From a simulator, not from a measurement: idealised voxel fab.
The document below concerns the process module designated voxel gate over fins.
275 nm wide, 5 nm square cells: that's cross-section cut.
This document writes a cross-section as a grid whose cells are square, and gives it as bands, listed from the top down; one or more rows of cells form a band. Top height, bottom height, nm. Materials left to right, width each, nm. Single material + "all across" = fills band edge to edge. "empty" = empty. For the purposes of this specification, 0 denotes the height below which the wafer in its as-received condition is composed wholly of one material, and the lowermost band, lacking a lower limit, extends downward without end, as expressed in "0 down". A two-number width, for instance "30..40", indicates that the width is equal to the first number in the top row of the band and to the second number in the bottom row, and that it changes by a constant amount per row of cells. Where the words "remained unchanged" appear for a step, the cross-section shows no cell changed by that step; every cell remained as before. The list in "Sealed void inventory" covers empty spaces of 8 cells or more that cannot reach the top through any open way, and it gives each as width x height at distance; the distance is from the left edge, and width, height and distance are in nm. It should be noted that, on the line of a given step, the content following the step's settings is a remark produced by the simulator itself with respect to that step. overlay nm, on a step with a mask: how far to the right of its planned place the mask lay; to the left if negative.
Listed below are the process steps as planned:
- 1: RECEIVE,material Si
- 2: CONFORMAL_DEP,material SiN,thk nm 10
- 3: DIRECTIONAL_DEP,material aC,thk nm 15
- 4: PATTERN,tone cover,mask id FINS,material resist,width nm 15,pitch nm 60,thk nm 30,overlay nm 0
- 5: DIRECTIONAL_ETCH,etch materials aC,depth nm 15
- 6: STRIP,etch materials resist
- 7: DIRECTIONAL_ETCH,etch materials SiN,depth nm 10
- 8: DIRECTIONAL_ETCH,etch materials Si,depth nm 30
- 9: STRIP,etch materials aC
- 10: FILL_DEP,material SiO2,thk nm 10
- 11: CMP,height nm 10
- 12: DIRECTIONAL_DEP,material aC,thk nm 15
- 13: PATTERN,tone open,mask id RAIL,material resist,width nm 15,thk nm 35,overlay nm 0
- 14: DIRECTIONAL_ETCH,etch materials aC,depth nm 15
- 15: STRIP,etch materials resist
- 16: DIRECTIONAL_ETCH,etch materials SiO2,depth nm 35
- 17: STRIP,etch materials aC
- 18: CONFORMAL_DEP,material TiN,thk nm 5
- 19: FILL_DEP,material W,thk nm 10
- 20: CMP,height nm 10
- 21: SELECTIVE_ETCH,etch materials W Ru TiN,depth nm 25
- 22: FILL_DEP,material SiO2,thk nm 5
- 23: CMP,height nm 10
- 24: SELECTIVE_ETCH,etch materials SiO2,depth nm 20
- 25: STRIP,etch materials SiN
- 26: CONFORMAL_DEP,material HfO2,thk nm 5
- 27: CONFORMAL_DEP,material TiN,thk nm 5
- 28: CONFORMAL_DEP,material TiAl,thk nm 5
- 29: CONFORMAL_DEP,material TiN,thk nm 5
- 30: FILL_DEP,material W,thk nm 15
- 31: CMP,height nm 30
- 32: CONFORMAL_DEP,material SiN,thk nm 10
Incoming wafer in cross-section (state: after step 1):
> 0 down  Si all across
> Sealed void inventory: none
First of two wafers, end-of-module section, run followed plan:
> 40 to 30  SiN all across
> 30 to 20  W all across
> 20 to 15  80 W, then 55 TiN, then 5 W, then 55 TiN, then 80 W
> 15 to 10  80 W, then 5 TiN, then 45 TiAl, then 5 TiN, then 5 W, then 5 TiN, then 45 TiAl, then 5 TiN, then 80 W
> 10 to 5  85 TiN, then 5 TiAl, then 35 TiN, then 5 TiAl, then 15 TiN, then 5 TiAl, then 35 TiN, then 5 TiAl, then 85 TiN
> 5 to 0  90 TiAl, then 5 TiN, then 25 HfO2, then 5 TiN, then 25 TiAl, then 5 TiN, then 25 HfO2, then 5 TiN, then 90 TiAl
> 0 to -5  95 TiN, then 5 HfO2, then 15 Si, then 5 HfO2, then 35 TiN, then 5 HfO2, then 15 Si, then 5 HfO2, then 95 TiN
> -5 to -10  100 HfO2, then 15 Si, then 45 HfO2, then 15 Si, then 100 HfO2
> -10 to -15  100 SiO2, then 15 Si, then 45 SiO2, then 15 Si, then 100 SiO2
> -15 to -20  100 SiO2, then 15 Si, then 15 SiO2, then 5 TiN, then 5 W, then 5 TiN, then 15 SiO2, then 15 Si, then 100 SiO2
> -20 to -25  100 SiO2, then 15 Si, then 15 SiO2, then 15 TiN, then 15 SiO2, then 15 Si, then 100 SiO2
> -25 to -30  100 SiO2, then 15 Si, then 45 SiO2, then 15 Si, then 100 SiO2
> -30 down  Si all across
> Sealed void inventory: none
Presented here is a cross-section of the second of the two wafers as it stood at the end of the module. It was started in the same manner and assigned the same plan as the first wafer; however, one mistake was made in its execution:
> 40 to 30  SiN all across
> 30 to 15  W all across
> 15 to 10  85 W, then 45 TiN, then 15 W, then 45 TiN, then 85 W
> 10 to 5  85 W, then 5 TiN, then 35 TiAl, then 5 TiN, then 15 W, then 5 TiN, then 35 TiAl, then 5 TiN, then 85 W
> 5 to 0  90 TiN, then 5 TiAl, then 25 HfO2, then 5 TiAl, then 25 TiN, then 5 TiAl, then 25 HfO2, then 5 TiAl, then 90 TiN
> 0 to -5  95 TiAl, then 5 HfO2, then 15 Si, then 5 HfO2, then 35 TiAl, then 5 HfO2, then 15 Si, then 5 HfO2, then 95 TiAl
> -5 to -10  100 HfO2, then 15 Si, then 45 HfO2, then 15 Si, then 100 HfO2
> -10 to -15  100 SiO2, then 15 Si, then 45 SiO2, then 15 Si, then 100 SiO2
> -15 to -20  100 SiO2, then 15 Si, then 15 SiO2, then 5 TiN, then 5 W, then 5 TiN, then 15 SiO2, then 15 Si, then 100 SiO2
> -20 to -25  100 SiO2, then 15 Si, then 15 SiO2, then 15 TiN, then 15 SiO2, then 15 Si, then 100 SiO2
> -25 to -30  100 SiO2, then 15 Si, then 45 SiO2, then 15 Si, then 100 SiO2
> -30 down  Si all across
> Sealed void inventory: none
Misprocessing identified: step 27 of the plan never got run, it was skipped over
The final cell counts differ between the wafers, with the second having more or fewer of some materials than the first: 63 fewer of TiN | 63 more of W
